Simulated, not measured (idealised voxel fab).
The document below concerns the process module designated voxel self aligned vias.
Pictured: cross-section cut, 225 nm wide, on a grid of 5 nm square cells.
Cross-section = grid of square cells, listed top down in bands; band = one or more rows. Look at the band entry: it leads with the top's height and the bottom's height in nm. Then it lists the materials left to right, with a width in nm for each. The word "everywhere" on a single material says that material fills the band edge to edge. The word "empty" is empty space. Height datum 0, below which the as-received substrate wafer is one material. Lowest band open at the bottom, running downward: "0 and below". Per-row width for "30 to 40": begins at first number (top row of band), ends at second number (bottom row), increment between rows held constant. It should be understood that the words "nothing altered", when stated for a given step, signify that the cross-section underwent no change in any of its cells during that step. Empty spaces counting at least 8 cells and having no open way to the top are listed in "Cavities, closed". The notation width x height at distance is used for each, the distance being from the left edge and all three values in nm. Whatever follows a step's settings on its line is a remark the simulator itself makes about that step. On any step carrying a mask, the "overlay nm" setting, if present on the step's line, tells how far right of its planned place the mask lay; negative values point to the left. So the way this works: pairs, before and after one process step. The after picture only goes down to the lowest band that actually changed, nothing below. Step and its settings are under each pair. And watch out, pairs might come from different runs of this module, same starting wafer though, so a pair only follows on from the one above if its "Status quo ante" entry tells you so.
Status quo ante
  55 down to 40: SiO2: 50, then empty: 45, then SiO2: 30, then empty: 45, then SiO2: 55
  40 down to 35: SiO2: 60, then empty: 25, then SiO2: 50, then empty: 25, then SiO2: 65
  35 down to 25: SiO2: 60, then TiN: 5, then W: 15, then TiN: 5, then SiO2: 50, then TiN: 5, then W: 15, then TiN: 5, then SiO2: 65
  25 down to 20: SiO2: 60, then TiN: 25, then SiO2: 50, then TiN: 25, then SiO2: 65
  20 down to 5: SiO2 everywhere
  5 down to 0: SiCN everywhere
  0 and below: Si everywhere
  Cavities, closed: none
Cut View, Post-Step
  60 down to 55: TiN: 55, then empty: 35, then TiN: 40, then empty: 35, then TiN: 60
  55 down to 45: SiO2: 50, then TiN: 5, then empty: 35, then TiN: 5, then SiO2: 30, then TiN: 5, then empty: 35, then TiN: 5, then SiO2: 55
  45 down to 40: SiO2: 50, then TiN: 15, then empty: 15, then TiN: 15, then SiO2: 30, then TiN: 15, then empty: 15, then TiN: 15, then SiO2: 55
  40 down to 35: SiO2: 60, then TiN: 25, then SiO2: 50, then TiN: 25, then SiO2: 65
  For the remainder of the cross-section, below 35, there is no change.
  Cavities, closed: none
So what happens between those two cross-sections up there? CONFORMAL_DEP, material TiN, thk nm 5
Status quo ante: see preceding pair, after cross-section.
Cut View, Post-Step
  70 down to 60: Cu everywhere
  60 down to 55: TiN: 55, then Cu: 35, then TiN: 40, then Cu: 35, then TiN: 60
  55 down to 45: SiO2: 50, then TiN: 5, then Cu: 35, then TiN: 5, then SiO2: 30, then TiN: 5, then Cu: 35, then TiN: 5, then SiO2: 55
  45 down to 40: SiO2: 50, then TiN: 15, then Cu: 15, then TiN: 15, then SiO2: 30, then TiN: 15, then Cu: 15, then TiN: 15, then SiO2: 55
  For the remainder of the cross-section, below 40, there is no change.
  Cavities, closed: none
So what happens between those two cross-sections up there? FILL_DEP, material Cu, thk nm 10
Status quo ante: see preceding pair, after cross-section.
Cut View, Post-Step
  55 down to 45: SiO2: 50, then TiN: 5, then Cu: 35, then TiN: 5, then SiO2: 30, then TiN: 5, then Cu: 35, then TiN: 5, then SiO2: 55
  For the remainder of the cross-section, below 45, there is no change.
  Cavities, closed: none
So what happens between those two cross-sections up there? CMP, height nm 55
Status quo ante: see preceding pair, after cross-section.
Cut View, Post-Step
  60 down to 55: SiN everywhere
  For the remainder of the cross-section, below 55, there is no change.
  Cavities, closed: none
So what happens between those two cross-sections up there? CONFORMAL_DEP, material SiN, thk nm 5
Status quo ante
  65 down to 55: aC: 50, then empty: 45, then aC: 30, then empty: 45, then aC: 55
  55 down to 40: SiO2 everywhere
  40 down to 35: SiO2: 60, then SiN: 25, then SiO2: 50, then SiN: 25, then SiO2: 65
  35 down to 25: SiO2: 60, then TiN: 5, then W: 15, then TiN: 5, then SiO2: 50, then TiN: 5, then W: 15, then TiN: 5, then SiO2: 65
  25 down to 20: SiO2: 60, then TiN: 25, then SiO2: 50, then TiN: 25, then SiO2: 65
  20 down to 15: SiCN everywhere
  15 down to 0: SiO2 everywhere
  0 and below: Si everywhere
  Cavities, closed: none
Cut View, Post-Step
  65 down to 55: aC: 50, then empty: 45, then aC: 30, then empty: 45, then aC: 55
  55 down to 40: SiO2: 50, then empty: 45, then SiO2: 30, then empty: 45, then SiO2: 55
  40 down to 35: SiO2: 50, then empty: 10, then SiN: 25, then empty: 10, then SiO2: 30, then empty: 10, then SiN: 25, then empty: 10, then SiO2: 55
  35 down to 30: SiO2: 50, then empty: 10, then TiN: 5, then W: 15, then TiN: 5, then empty: 10, then SiO2: 30, then empty: 10, then TiN: 5, then W: 15, then TiN: 5, then empty: 10, then SiO2: 55
  For the remainder of the cross-section, below 30, there is no change.
  Cavities, closed: none
So what happens between those two cross-sections up there? DIRECTIONAL_ETCH, etch materials SiO2, depth nm 25
Status quo ante: see preceding pair, after cross-section.
Cut View, Post-Step
  65 down to 55: aC: 50, then empty: 45, then aC: 30, then empty: 45, then aC: 55
  55 down to 35: SiO2: 50, then empty: 45, then SiO2: 30, then empty: 45, then SiO2: 55
  For the remainder of the cross-section, below 35, there is no change.
  Cavities, closed: none
So what happens between those two cross-sections up there? DIRECTIONAL_ETCH, etch materials SiN, depth nm 5
Status quo ante: see preceding pair, after cross-section.
Cut View, Post-Step
  55 down to 35: SiO2: 50, then empty: 45, then SiO2: 30, then empty: 45, then SiO2: 55
  For the remainder of the cross-section, below 35, there is no change.
  Cavities, closed: none
So what happens between those two cross-sections up there? STRIP, etch materials aC
Status quo ante: see preceding pair, after cross-section.
Cut View, Post-Step
  60 down to 55: TiN: 55, then empty: 35, then TiN: 40, then empty: 35, then TiN: 60
  55 down to 40: SiO2: 50, then TiN: 5, then empty: 35, then TiN: 5, then SiO2: 30, then TiN: 5, then empty: 35, then TiN: 5, then SiO2: 55
  40 down to 35: SiO2: 50, then TiN: 45, then SiO2: 30, then TiN: 45, then SiO2: 55
  35 down to 25: SiO2: 50 to 60, then TiN: 15 to 5, then W: 15, then TiN: 15 to 5, then SiO2: 30 to 50, then TiN: 15 to 5, then W: 15, then TiN: 15 to 5, then SiO2: 55 to 65
  For the remainder of the cross-section, below 25, there is no change.
  Cavities, closed: none
So what happens between those two cross-sections up there? CONFORMAL_DEP, material TiN, thk nm 5
Status quo ante: see preceding pair, after cross-section.
Cut View, Post-Step
  70 down to 60: Cu everywhere
  60 down to 55: TiN: 55, then Cu: 35, then TiN: 40, then Cu: 35, then TiN: 60
  55 down to 40: SiO2: 50, then TiN: 5, then Cu: 35, then TiN: 5, then SiO2: 30, then TiN: 5, then Cu: 35, then TiN: 5, then SiO2: 55
  For the remainder of the cross-section, below 40, there is no change.
  Cavities, closed: none
So what happens between those two cross-sections up there? FILL_DEP, material Cu, thk nm 10
Status quo ante: see preceding pair, after cross-section.
Cut View, Post-Step
  55 down to 40: SiO2: 50, then TiN: 5, then Cu: 35, then TiN: 5, then SiO2: 30, then TiN: 5, then Cu: 35, then TiN: 5, then SiO2: 55
  For the remainder of the cross-section, below 40, there is no change.
  Cavities, closed: none
So what happens between those two cross-sections up there? CMP, height nm 55
Status quo ante: see preceding pair, after cross-section.
Cut View, Post-Step
  60 down to 55: SiN everywhere
  For the remainder of the cross-section, below 55, there is no change.
  Cavities, closed: none
So what happens between those two cross-sections up there? CONFORMAL_DEP, material SiN, thk nm 5
Status quo ante
  65 down to 55: aC everywhere
  55 down to 40: SiO2 everywhere
  40 down to 35: SiO2: 60, then SiN: 25, then SiO2: 50, then SiN: 25, then SiO2: 65
  35 down to 25: SiO2: 60, then TiN: 5, then W: 15, then TiN: 5, then SiO2: 50, then TiN: 5, then W: 15, then TiN: 5, then SiO2: 65
  25 down to 20: SiO2: 60, then TiN: 25, then SiO2: 50, then TiN: 25, then SiO2: 65
  20 down to 15: SiCN everywhere
  15 down to 0: SiO2 everywhere
  0 and below: Si everywhere
  Cavities, closed: none
Cut View, Post-Step
  95 down to 65: resist: 50, then empty: 50, then resist: 25, then empty: 50, then resist: 50
  For the remainder of the cross-section, below 65, there is no change.
  Cavities, closed: none
So what happens between those two cross-sections up there? PATTERN, tone open, mask id VIAS, material resist, width nm 50, pitch nm 75, thk nm 30, overlay nm 0
Status quo ante: see preceding pair, after cross-section.
Cut View, Post-Step
  85 down to 65: resist: 50, then empty: 50, then resist: 25, then empty: 50, then resist: 50
  65 down to 55: aC: 50, then empty: 50, then aC: 25, then empty: 50, then aC: 50
  For the remainder of the cross-section, below 55, there is no change.
  Cavities, closed: none
So what happens between those two cross-sections up there? DIRECTIONAL_ETCH, etch materials aC, depth nm 10
Status quo ante: see preceding pair, after cross-section.
Cut View, Post-Step
  65 down to 55: aC: 50, then empty: 50, then aC: 25, then empty: 50, then aC: 50
  For the remainder of the cross-section, below 55, there is no change.
  Cavities, closed: none
So what happens between those two cross-sections up there? STRIP, etch materials resist
Status quo ante: see preceding pair, after cross-section.
Cut View, Post-Step
  65 down to 55: aC: 50, then empty: 50, then aC: 25, then empty: 50, then aC: 50
  55 down to 40: SiO2: 50, then empty: 50, then SiO2: 25, then empty: 50, then SiO2: 50
  For the remainder of the cross-section, below 40, there is no change.
  Cavities, closed: none
So what happens between those two cross-sections up there? DIRECTIONAL_ETCH, etch materials SiO2, depth nm 15
Status quo ante: see preceding pair, after cross-section.
Cut View, Post-Step
  65 down to 55: aC: 50, then empty: 50, then aC: 25, then empty: 50, then aC: 50
  55 down to 40: SiO2: 50, then empty: 50, then SiO2: 25, then empty: 50, then SiO2: 50
  40 down to 35: SiO2: 60, then empty: 25, then SiO2: 50, then empty: 25, then SiO2: 65
  For the remainder of the cross-section, below 35, there is no change.
  Cavities, closed: none
So what happens between those two cross-sections up there? DIRECTIONAL_ETCH, etch materials SiN, depth nm 5
Status quo ante: see preceding pair, after cross-section.
Cut View, Post-Step
  55 down to 40: SiO2: 50, then empty: 50, then SiO2: 25, then empty: 50, then SiO2: 50
  For the remainder of the cross-section, below 40, there is no change.
  Cavities, closed: none
So what happens between those two cross-sections up there? STRIP, etch materials aC
Status quo ante: see preceding pair, after cross-section.
Cut View, Post-Step
  60 down to 55: TiN: 55, then empty: 40, then TiN: 35, then empty: 40, then TiN: 55
  55 down to 45: SiO2: 50, then TiN: 5, then empty: 40, then TiN: 5, then SiO2: 25, then TiN: 5, then empty: 40, then TiN: 5, then SiO2: 50
  45 down to 40: SiO2: 50, then TiN: 15, then empty: 15, then TiN: 20, then SiO2: 25, then TiN: 15, then empty: 15, then TiN: 20, then SiO2: 50
  40 down to 35: SiO2: 60, then TiN: 25, then SiO2: 50, then TiN: 25, then SiO2: 65
  For the remainder of the cross-section, below 35, there is no change.
  Cavities, closed: none
So what happens between those two cross-sections up there? CONFORMAL_DEP, material TiN, thk nm 5
Status quo ante: see preceding pair, after cross-section.
Cut View, Post-Step
  70 down to 60: Cu everywhere
  60 down to 55: TiN: 55, then Cu: 40, then TiN: 35, then Cu: 40, then TiN: 55
  55 down to 45: SiO2: 50, then TiN: 5, then Cu: 40, then TiN: 5, then SiO2: 25, then TiN: 5, then Cu: 40, then TiN: 5, then SiO2: 50
  45 down to 40: SiO2: 50, then TiN: 15, then Cu: 15, then TiN: 20, then SiO2: 25, then TiN: 15, then Cu: 15, then TiN: 20, then SiO2: 50
  For the remainder of the cross-section, below 40, there is no change.
  Cavities, closed: none
So what happens between those two cross-sections up there? FILL_DEP, material Cu, thk nm 10
Status quo ante: see preceding pair, after cross-section.
Cut View, Post-Step
  55 down to 45: SiO2: 50, then TiN: 5, then Cu: 40, then TiN: 5, then SiO2: 25, then TiN: 5, then Cu: 40, then TiN: 5, then SiO2: 50
  For the remainder of the cross-section, below 45, there is no change.
  Cavities, closed: none
So what happens between those two cross-sections up there? CMP, height nm 55
Status quo ante: see preceding pair, after cross-section.
Cut View, Post-Step
  60 down to 55: SiN everywhere
  For the remainder of the cross-section, below 55, there is no change.
  Cavities, closed: none
So what happens between those two cross-sections up there? CONFORMAL_DEP, material SiN, thk nm 5
Status quo ante
  40 down to 20: SiO2 everywhere
  20 down to 15: SiCN everywhere
  15 down to 0: SiO2 everywhere
  0 and below: Si everywhere
  Cavities, closed: none
Cut View, Post-Step
  40 down to 20: SiO2: 65, then empty: 25, then SiO2: 50, then empty: 25, then SiO2: 60
  For the remainder of the cross-section, below 20, there is no change.
  Cavities, closed: none
So what happens between those two cross-sections up there? MASKED_ETCH, tone open, mask id LINES, width nm 25, pitch nm 75, etch materials SiO2, depth nm 20, overlay nm 5
Status quo ante: see preceding pair, after cross-section.
Cut View, Post-Step
  45 down to 40: TiN: 70, then empty: 15, then TiN: 60, then empty: 15, then TiN: 65
  40 down to 25: SiO2: 65, then TiN: 5, then empty: 15, then TiN: 5, then SiO2: 50, then TiN: 5, then empty: 15, then TiN: 5, then SiO2: 60
  25 down to 20: SiO2: 65, then TiN: 25, then SiO2: 50, then TiN: 25, then SiO2: 60
  For the remainder of the cross-section, below 20, there is no change.
  Cavities, closed: none
So what happens between those two cross-sections up there? CONFORMAL_DEP, material TiN, thk nm 5
Status quo ante: see preceding pair, after cross-section.
Cut View, Post-Step
  55 down to 45: W everywhere
  45 down to 40: TiN: 70, then W: 15, then TiN: 60, then W: 15, then TiN: 65
  40 down to 25: SiO2: 65, then TiN: 5, then W: 15, then TiN: 5, then SiO2: 50, then TiN: 5, then W: 15, then TiN: 5, then SiO2: 60
  For the remainder of the cross-section, below 25, there is no change.
  Cavities, closed: none
So what happens between those two cross-sections up there? FILL_DEP, material W, thk nm 10
Status quo ante: see preceding pair, after cross-section.
Cut View, Post-Step
  40 down to 25: SiO2: 65, then TiN: 5, then W: 15, then TiN: 5, then SiO2: 50, then TiN: 5, then W: 15, then TiN: 5, then SiO2: 60
  For the remainder of the cross-section, below 25, there is no change.
  Cavities, closed: none
So what happens between those two cross-sections up there? CMP, height nm 40
Status quo ante: see preceding pair, after cross-section.
Cut View, Post-Step
  40 down to 35: SiO2: 65, then empty: 25, then SiO2: 50, then empty: 25, then SiO2: 60
  For the remainder of the cross-section, below 35, there is no change.
  Cavities, closed: none
So what happens between those two cross-sections up there? SELECTIVE_ETCH, etch materials W Ru TiN, depth nm 5
Status quo ante: see preceding pair, after cross-section.
Cut View, Post-Step
  50 down to 40: SiN everywhere
  40 down to 35: SiO2: 65, then SiN: 25, then SiO2: 50, then SiN: 25, then SiO2: 60
  For the remainder of the cross-section, below 35, there is no change.
  Cavities, closed: none
So what happens between those two cross-sections up there? FILL_DEP, material SiN, thk nm 10
Status quo ante: see preceding pair, after cross-section.
Cut View, Post-Step
  40 down to 35: SiO2: 65, then SiN: 25, then SiO2: 50, then SiN: 25, then SiO2: 60
  For the remainder of the cross-section, below 35, there is no change.
  Cavities, closed: none
So what happens between those two cross-sections up there? CMP, height nm 40
Status quo ante: see preceding pair, after cross-section.
Cut View, Post-Step
  55 down to 40: SiO2 everywhere
  For the remainder of the cross-section, below 40, there is no change.
  Cavities, closed: none
So what happens between those two cross-sections up there? DIRECTIONAL_DEP, material SiO2, thk nm 15
Status quo ante: see preceding pair, after cross-section.
Cut View, Post-Step
  65 down to 55: aC everywhere
  For the remainder of the cross-section, below 55, there is no change.
  Cavities, closed: none
So what happens between those two cross-sections up there? DIRECTIONAL_DEP, material aC, thk nm 10
Status quo ante: see preceding pair, after cross-section.
Cut View, Post-Step
  95 down to 65: resist: 50, then empty: 45, then resist: 30, then empty: 45, then resist: 55
  For the remainder of the cross-section, below 65, there is no change.
  Cavities, closed: none
So what happens between those two cross-sections up there? PATTERN, tone open, mask id VIAS, material resist, width nm 45, pitch nm 75, thk nm 30, overlay nm 0
Status quo ante: see preceding pair, after cross-section.
Cut View, Post-Step
  85 down to 65: resist: 50, then empty: 45, then resist: 30, then empty: 45, then resist: 55
  65 down to 55: aC: 50, then empty: 45, then aC: 30, then empty: 45, then aC: 55
  For the remainder of the cross-section, below 55, there is no change.
  Cavities, closed: none
So what happens between those two cross-sections up there? DIRECTIONAL_ETCH, etch materials aC, depth nm 10
Status quo ante: see preceding pair, after cross-section.
Cut View, Post-Step
  65 down to 55: aC: 50, then empty: 45, then aC: 30, then empty: 45, then aC: 55
  For the remainder of the cross-section, below 55, there is no change.
  Cavities, closed: none
So what happens between those two cross-sections up there? STRIP, etch materials resist
Status quo ante: see preceding pair, after cross-section.
Cut View, Post-Step
  65 down to 55: aC: 50, then empty: 45, then aC: 30, then empty: 45, then aC: 55
  55 down to 40: SiO2: 50, then empty: 45, then SiO2: 30, then empty: 45, then SiO2: 55
  For the remainder of the cross-section, below 40, there is no change.
  Cavities, closed: none
So what happens between those two cross-sections up there? DIRECTIONAL_ETCH, etch materials SiO2, depth nm 15
Status quo ante: see preceding pair, after cross-section.
Cut View, Post-Step
  65 down to 55: aC: 50, then empty: 45, then aC: 30, then empty: 45, then aC: 55
  55 down to 40: SiO2: 50, then empty: 45, then SiO2: 30, then empty: 45, then SiO2: 55
  40 down to 35: SiO2: 65, then empty: 25, then SiO2: 50, then empty: 25, then SiO2: 60
  For the remainder of the cross-section, below 35, there is no change.
  Cavities, closed: none
So what happens between those two cross-sections up there? DIRECTIONAL_ETCH, etch materials SiN, depth nm 5
Status quo ante: see preceding pair, after cross-section.
Cut View, Post-Step
  55 down to 40: SiO2: 50, then empty: 45, then SiO2: 30, then empty: 45, then SiO2: 55
  For the remainder of the cross-section, below 40, there is no change.
  Cavities, closed: none
So what happens between those two cross-sections up there? STRIP, etch materials aC
Status quo ante: see preceding pair, after cross-section.
Cut View, Post-Step
  60 down to 55: TiN: 55, then empty: 35, then TiN: 40, then empty: 35, then TiN: 60
  55 down to 45: SiO2: 50, then TiN: 5, then empty: 35, then TiN: 5, then SiO2: 30, then TiN: 5, then empty: 35, then TiN: 5, then SiO2: 55
  45 down to 40: SiO2: 50, then TiN: 20, then empty: 15, then TiN: 10, then SiO2: 30, then TiN: 20, then empty: 15, then TiN: 10, then SiO2: 55
  40 down to 35: SiO2: 65, then TiN: 25, then SiO2: 50, then TiN: 25, then SiO2: 60
  For the remainder of the cross-section, below 35, there is no change.
  Cavities, closed: none
So what happens between those two cross-sections up there? CONFORMAL_DEP, material TiN, thk nm 5
Status quo ante: see preceding pair, after cross-section.
Cut View, Post-Step
  70 down to 60: Cu everywhere
  60 down to 55: TiN: 55, then Cu: 35, then TiN: 40, then Cu: 35, then TiN: 60
  55 down to 45: SiO2: 50, then TiN: 5, then Cu: 35, then TiN: 5, then SiO2: 30, then TiN: 5, then Cu: 35, then TiN: 5, then SiO2: 55
  45 down to 40: SiO2: 50, then TiN: 20, then Cu: 15, then TiN: 10, then SiO2: 30, then TiN: 20, then Cu: 15, then TiN: 10, then SiO2: 55
  For the remainder of the cross-section, below 40, there is no change.
  Cavities, closed: none
So what happens between those two cross-sections up there? FILL_DEP, material Cu, thk nm 10
Status quo ante: see preceding pair, after cross-section.
Cut View, Post-Step
  55 down to 45: SiO2: 50, then TiN: 5, then Cu: 35, then TiN: 5, then SiO2: 30, then TiN: 5, then Cu: 35, then TiN: 5, then SiO2: 55
  For the remainder of the cross-section, below 45, there is no change.
  Cavities, closed: none
So what happens between those two cross-sections up there? CMP, height nm 55
Status quo ante: see preceding pair, after cross-section.
Cut View, Post-Step
  60 down to 55: SiN everywhere
  For the remainder of the cross-section, below 55, there is no change.
  Cavities, closed: none
So what happens between those two cross-sections up there? CONFORMAL_DEP, material SiN, thk nm 5
Status quo ante
  55 down to 40: SiO2: 50, then empty: 45, then SiO2: 30, then empty: 45, then SiO2: 55
  40 down to 35: SiO2: 60, then empty: 25, then SiO2: 50, then empty: 25, then SiO2: 65
  35 down to 25: SiO2: 60, then TiN: 5, then W: 15, then TiN: 5, then SiO2: 50, then TiN: 5, then W: 15, then TiN: 5, then SiO2: 65
  25 down to 20: SiO2: 60, then TiN: 25, then SiO2: 50, then TiN: 25, then SiO2: 65
  20 down to 15: SiCN everywhere
  15 down to 0: SiO2 everywhere
  0 and below: Si everywhere
  Cavities, closed: none
Cut View, Post-Step
  60 down to 55: W: 55, then empty: 35, then W: 40, then empty: 35, then W: 60
  55 down to 45: SiO2: 50, then W: 5, then empty: 35, then W: 5, then SiO2: 30, then W: 5, then empty: 35, then W: 5, then SiO2: 55
  45 down to 40: SiO2: 50, then W: 15, then empty: 15, then W: 15, then SiO2: 30, then W: 15, then empty: 15, then W: 15, then SiO2: 55
  40 down to 35: SiO2: 60, then W: 25, then SiO2: 50, then W: 25, then SiO2: 65
  For the remainder of the cross-section, below 35, there is no change.
  Cavities, closed: none
So what happens between those two cross-sections up there? CONFORMAL_DEP, material W, thk nm 5
Status quo ante: see preceding pair, after cross-section.
Cut View, Post-Step
  70 down to 60: Cu everywhere
  60 down to 55: W: 55, then Cu: 35, then W: 40, then Cu: 35, then W: 60
  55 down to 45: SiO2: 50, then W: 5, then Cu: 35, then W: 5, then SiO2: 30, then W: 5, then Cu: 35, then W: 5, then SiO2: 55
  45 down to 40: SiO2: 50, then W: 15, then Cu: 15, then W: 15, then SiO2: 30, then W: 15, then Cu: 15, then W: 15, then SiO2: 55
  For the remainder of the cross-section, below 40, there is no change.
  Cavities, closed: none
So what happens between those two cross-sections up there? FILL_DEP, material Cu, thk nm 10
Status quo ante: see preceding pair, after cross-section.
Cut View, Post-Step
  55 down to 45: SiO2: 50, then W: 5, then Cu: 35, then W: 5, then SiO2: 30, then W: 5, then Cu: 35, then W: 5, then SiO2: 55
  For the remainder of the cross-section, below 45, there is no change.
  Cavities, closed: none
So what happens between those two cross-sections up there? CMP, height nm 55
Status quo ante: see preceding pair, after cross-section.
Cut View, Post-Step
  60 down to 55: SiN everywhere
  For the remainder of the cross-section, below 55, there is no change.
  Cavities, closed: none
So what happens between those two cross-sections up there? CONFORMAL_DEP, material SiN, thk nm 5
Status quo ante
  40 down to 20: SiO2 everywhere
  20 down to 15: SiCN everywhere
  15 down to 0: SiO2 everywhere
  0 and below: Si everywhere
  Cavities, closed: none
Cut View, Post-Step
  40 down to 20: empty: 60, then SiO2: 25, then empty: 50, then SiO2: 25, then empty: 65
  For the remainder of the cross-section, below 20, there is no change.
  Cavities, closed: none
So what happens between those two cross-sections up there? MASKED_ETCH, tone cover, mask id LINES, width nm 25, pitch nm 75, etch materials SiO2, depth nm 20, overlay nm 0
Status quo ante: see preceding pair, after cross-section.
Cut View, Post-Step
  45 down to 40: empty: 55, then TiN: 35, then empty: 40, then TiN: 35, then empty: 60
  40 down to 25: empty: 55, then TiN: 5, then SiO2: 25, then TiN: 5, then empty: 40, then TiN: 5, then SiO2: 25, then TiN: 5, then empty: 60
  25 down to 20: TiN: 60, then SiO2: 25, then TiN: 50, then SiO2: 25, then TiN: 65
  For the remainder of the cross-section, below 20, there is no change.
  Cavities, closed: none
So what happens between those two cross-sections up there? CONFORMAL_DEP, material TiN, thk nm 5
Status quo ante: see preceding pair, after cross-section.
Cut View, Post-Step
  55 down to 45: W everywhere
  45 down to 40: W: 55, then TiN: 35, then W: 40, then TiN: 35, then W: 60
  40 down to 25: W: 55, then TiN: 5, then SiO2: 25, then TiN: 5, then W: 40, then TiN: 5, then SiO2: 25, then TiN: 5, then W: 60
  For the remainder of the cross-section, below 25, there is no change.
  Cavities, closed: none
So what happens between those two cross-sections up there? FILL_DEP, material W, thk nm 10
Status quo ante: see preceding pair, after cross-section.
Cut View, Post-Step
  40 down to 25: W: 55, then TiN: 5, then SiO2: 25, then TiN: 5, then W: 40, then TiN: 5, then SiO2: 25, then TiN: 5, then W: 60
  For the remainder of the cross-section, below 25, there is no change.
  Cavities, closed: none
So what happens between those two cross-sections up there? CMP, height nm 40
Status quo ante: see preceding pair, after cross-section.
Cut View, Post-Step
  40 down to 35: empty: 60, then SiO2: 25, then empty: 50, then SiO2: 25, then empty: 65
  For the remainder of the cross-section, below 35, there is no change.
  Cavities, closed: none
So what happens between those two cross-sections up there? SELECTIVE_ETCH, etch materials W Ru TiN, depth nm 5
Status quo ante: see preceding pair, after cross-section.
Cut View, Post-Step
  50 down to 40: SiN everywhere
  40 down to 35: SiN: 60, then SiO2: 25, then SiN: 50, then SiO2: 25, then SiN: 65
  For the remainder of the cross-section, below 35, there is no change.
  Cavities, closed: none
So what happens between those two cross-sections up there? FILL_DEP, material SiN, thk nm 10
Status quo ante: see preceding pair, after cross-section.
Cut View, Post-Step
  40 down to 35: SiN: 60, then SiO2: 25, then SiN: 50, then SiO2: 25, then SiN: 65
  For the remainder of the cross-section, below 35, there is no change.
  Cavities, closed: none
So what happens between those two cross-sections up there? CMP, height nm 40
Status quo ante: see preceding pair, after cross-section.
Cut View, Post-Step
  55 down to 40: SiO2 everywhere
  For the remainder of the cross-section, below 40, there is no change.
  Cavities, closed: none
So what happens between those two cross-sections up there? DIRECTIONAL_DEP, material SiO2, thk nm 15
Status quo ante: see preceding pair, after cross-section.
Cut View, Post-Step
  65 down to 55: aC everywhere
  For the remainder of the cross-section, below 55, there is no change.
  Cavities, closed: none
So what happens between those two cross-sections up there? DIRECTIONAL_DEP, material aC, thk nm 10
Status quo ante: see preceding pair, after cross-section.
Cut View, Post-Step
  95 down to 65: resist: 50, then empty: 45, then resist: 30, then empty: 45, then resist: 55
  For the remainder of the cross-section, below 65, there is no change.
  Cavities, closed: none
So what happens between those two cross-sections up there? PATTERN, tone open, mask id VIAS, material resist, width nm 45, pitch nm 75, thk nm 30, overlay nm 0
Status quo ante: see preceding pair, after cross-section.
Cut View, Post-Step
  85 down to 65: resist: 50, then empty: 45, then resist: 30, then empty: 45, then resist: 55
  65 down to 55: aC: 50, then empty: 45, then aC: 30, then empty: 45, then aC: 55
  For the remainder of the cross-section, below 55, there is no change.
  Cavities, closed: none
So what happens between those two cross-sections up there? DIRECTIONAL_ETCH, etch materials aC, depth nm 10
Status quo ante: see preceding pair, after cross-section.
Cut View, Post-Step
  65 down to 55: aC: 50, then empty: 45, then aC: 30, then empty: 45, then aC: 55
  For the remainder of the cross-section, below 55, there is no change.
  Cavities, closed: none
So what happens between those two cross-sections up there? STRIP, etch materials resist
Status quo ante: see preceding pair, after cross-section.
Cut View, Post-Step
  65 down to 55: aC: 50, then empty: 45, then aC: 30, then empty: 45, then aC: 55
  55 down to 40: SiO2: 50, then empty: 45, then SiO2: 30, then empty: 45, then SiO2: 55
  For the remainder of the cross-section, below 40, there is no change.
  Cavities, closed: none
So what happens between those two cross-sections up there? DIRECTIONAL_ETCH, etch materials SiO2, depth nm 15
Status quo ante: see preceding pair, after cross-section.
Cut View, Post-Step
  65 down to 55: aC: 50, then empty: 45, then aC: 30, then empty: 45, then aC: 55
  55 down to 40: SiO2: 50, then empty: 45, then SiO2: 30, then empty: 45, then SiO2: 55
  40 down to 35: SiN: 50, then empty: 10, then SiO2: 25, then empty: 10, then SiN: 30, then empty: 10, then SiO2: 25, then empty: 10, then SiN: 55
  For the remainder of the cross-section, below 35, there is no change.
  Cavities, closed: none
So what happens between those two cross-sections up there? DIRECTIONAL_ETCH, etch materials SiN, depth nm 5
Status quo ante: see preceding pair, after cross-section.
Cut View, Post-Step
  55 down to 40: SiO2: 50, then empty: 45, then SiO2: 30, then empty: 45, then SiO2: 55
  For the remainder of the cross-section, below 40, there is no change.
  Cavities, closed: none
So what happens between those two cross-sections up there? STRIP, etch materials aC
Status quo ante: see preceding pair, after cross-section.
Cut View, Post-Step
  60 down to 55: TiN: 55, then empty: 35, then TiN: 40, then empty: 35, then TiN: 60
  55 down to 45: SiO2: 50, then TiN: 5, then empty: 35, then TiN: 5, then SiO2: 30, then TiN: 5, then empty: 35, then TiN: 5, then SiO2: 55
  45 down to 40: SiO2: 50, then TiN: 45, then SiO2: 30, then TiN: 45, then SiO2: 55
  40 down to 35: SiN: 50, then TiN: 10, then SiO2: 25, then TiN: 10, then SiN: 30, then TiN: 10, then SiO2: 25, then TiN: 10, then SiN: 55
  For the remainder of the cross-section, below 35, there is no change.
  Cavities, closed: none
So what happens between those two cross-sections up there? CONFORMAL_DEP, material TiN, thk nm 5
Status quo ante: see preceding pair, after cross-section.
Cut View, Post-Step
  70 down to 60: Cu everywhere
  60 down to 55: TiN: 55, then Cu: 35, then TiN: 40, then Cu: 35, then TiN: 60
  55 down to 45: SiO2: 50, then TiN: 5, then Cu: 35, then TiN: 5, then SiO2: 30, then TiN: 5, then Cu: 35, then TiN: 5, then SiO2: 55
  For the remainder of the cross-section, below 45, there is no change.
  Cavities, closed: none
So what happens between those two cross-sections up there? FILL_DEP, material Cu, thk nm 10
Status quo ante: see preceding pair, after cross-section.
Cut View, Post-Step
  55 down to 45: SiO2: 50, then TiN: 5, then Cu: 35, then TiN: 5, then SiO2: 30, then TiN: 5, then Cu: 35, then TiN: 5, then SiO2: 55
  For the remainder of the cross-section, below 45, there is no change.
  Cavities, closed: none
So what happens between those two cross-sections up there? CMP, height nm 55
Status quo ante: see preceding pair, after cross-section.
Cut View, Post-Step
  60 down to 55: SiN everywhere
  For the remainder of the cross-section, below 55, there is no change.
  Cavities, closed: none
So what happens between those two cross-sections up there? CONFORMAL_DEP, material SiN, thk nm 5
